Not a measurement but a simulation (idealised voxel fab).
process module | voxel transistor to metal
cross-section cut | 250 nm wide | cells 5 nm
A cross-section is a grid of square cells, given in bands from the top down. A band is one or more rows of cells.
Each band's line starts with the height of the band's top and of its bottom, in nm. Then come its materials from left to right, each with its width in nm. One material with "throughout" fills the band from edge to edge. "air" is empty space.
Height 0 is the level under which the wafer as received is all one material. The lowest band goes on downwards, as in "0 down".
A width such as "30 to 40" changes by the same amount from each row of cells to the next, from the band's top row to its bottom row.
"no change" after a step means that no cell of the cross-section changed.
closed voids: empty space of 8 cells or more with no open way to the top, each as width x height at its distance from the left edge, in nm
after a step's settings: what the simulator itself notes on the step
overlay nm, on a step with a mask: how far to the right of its planned place the mask lay; to the left if negative
plan
1 op RECEIVE | material Si
2 op CONFORMAL_DEP | material SiO2 | thk nm 5
3 op CONFORMAL_DEP | material SiN | thk nm 15
4 op MASKED_ETCH | tone cover | mask id ACTIVE | width nm 85 | pitch nm 115 | etch materials SiN | depth nm 15 | overlay nm 0
5 op MASKED_ETCH | tone cover | mask id ACTIVE | width nm 85 | pitch nm 115 | etch materials SiO2 | depth nm 5 | overlay nm 0
6 op MASKED_ETCH | tone cover | mask id ACTIVE | width nm 85 | pitch nm 115 | etch materials Si | depth nm 20 | overlay nm 0
7 op OXIDIZE | depth nm 5
8 op FILL_DEP | material SiO2 | thk nm 5
9 op CMP | height nm 20
10 op SELECTIVE_ETCH | etch materials SiO2 | depth nm 15
11 op STRIP | etch materials SiN
12 op SELECTIVE_ETCH | etch materials SiO2 | depth nm 5
13 op OXIDIZE | depth nm 5
14 op DIRECTIONAL_DEP | material polySi | thk nm 30
15 op DIRECTIONAL_DEP | material SiCN | thk nm 15
16 op PATTERN | tone cover | mask id GATE | material resist | width nm 15 | pitch nm 115 | thk nm 20 | overlay nm 0
17 op DIRECTIONAL_ETCH | etch materials SiCN | depth nm 25
18 op DIRECTIONAL_ETCH | etch materials polySi | depth nm 40
19 op STRIP | etch materials resist
20 op CONFORMAL_DEP | material SiN | thk nm 5
21 op DIRECTIONAL_ETCH | etch materials SiN | depth nm 5
22 op DIRECTIONAL_ETCH | etch materials SiO2 | depth nm 5
23 op DIRECTIONAL_ETCH | etch materials Si | depth nm 10
24 op EPI | material nSi | thk nm 10
25 op FILL_DEP | material SiO2 | thk nm 10
26 op CMP | height nm 45
27 op DIRECTIONAL_DEP | material SiO2 | thk nm 15
28 op PATTERN | tone open | mask id CONTACT | material resist | width nm 15 | thk nm 15 | overlay nm 0
29 op DIRECTIONAL_ETCH | etch materials SiO2 | depth nm 65
30 op STRIP | etch materials resist
31 op CONFORMAL_DEP | material TiN | thk nm 5
32 op FILL_DEP | material W | thk nm 5
33 op CMP | height nm 60
34 op DIRECTIONAL_DEP | material TiN | thk nm 5
35 op DIRECTIONAL_DEP | material W | thk nm 15
36 op DIRECTIONAL_DEP | material aC | thk nm 10
37 op PATTERN | tone cover | mask id METAL_1 | material resist | width nm 15 | thk nm 25 | overlay nm 0
38 op DIRECTIONAL_ETCH | etch materials aC | depth nm 10
39 op STRIP | etch materials resist
40 op DIRECTIONAL_ETCH | etch materials W | depth nm 15
41 op DIRECTIONAL_ETCH | etch materials TiN | depth nm 5
42 op STRIP | etch materials aC
43 op CONFORMAL_DEP | material SiCN | thk nm 5
44 op FILL_DEP | material lowk | thk nm 10
45 op CMP | height nm 80
46 op CONFORMAL_DEP | material SiCN | thk nm 5
as received, after step 1
  0 down: Si throughout
  closed voids: none
a wafer at the end: this start, this plan, one mistake
  85 to 80: SiCN throughout
  80 to 65: lowk 25 | SiCN 5 | W 15 | SiCN 5 | lowk 35 | SiCN 5 | W 15 | SiCN 5 | lowk 30 | SiCN 5 | W 15 | SiCN 5 | lowk 35 | SiCN 5 | W 15 | SiCN 5 | lowk 25
  65 to 60: SiCN 30 | TiN 15 | SiCN 45 | TiN 15 | SiCN 40 | TiN 15 | SiCN 45 | TiN 15 | SiCN 30
  60 to 45: lowk throughout
  45 to 30: SiO2 55 | SiN 5 | SiCN 15 | SiN 5 | SiO2 90 | SiN 5 | SiCN 15 | SiN 5 | SiO2 55
  30 to 5: SiO2 55 | SiN 5 | polySi 15 | SiN 5 | SiO2 90 | SiN 5 | polySi 15 | SiN 5 | SiO2 55
  5 to 0: SiO2 45 | nSi 10 | SiN 5 | polySi 15 | SiN 5 | nSi 10 | SiO2 70 | nSi 10 | SiN 5 | polySi 15 | SiN 5 | nSi 10 | SiO2 45
  0 to -5: SiO2 45 | nSi 10 | SiO2 25 | nSi 10 | SiO2 70 | nSi 10 | SiO2 25 | nSi 10 | SiO2 45
  -5 to -15: SiO2 30 | nSi 25 | Si 25 | nSi 25 | SiO2 40 | nSi 25 | Si 25 | nSi 25 | SiO2 30
  -15 to -25: SiO2 30 | Si 75 | SiO2 40 | Si 75 | SiO2 30
  -25 down: Si throughout
  closed voids: none
what went wrong: step 27 ran as: op DIRECTIONAL_DEP | material lowk | thk nm 15
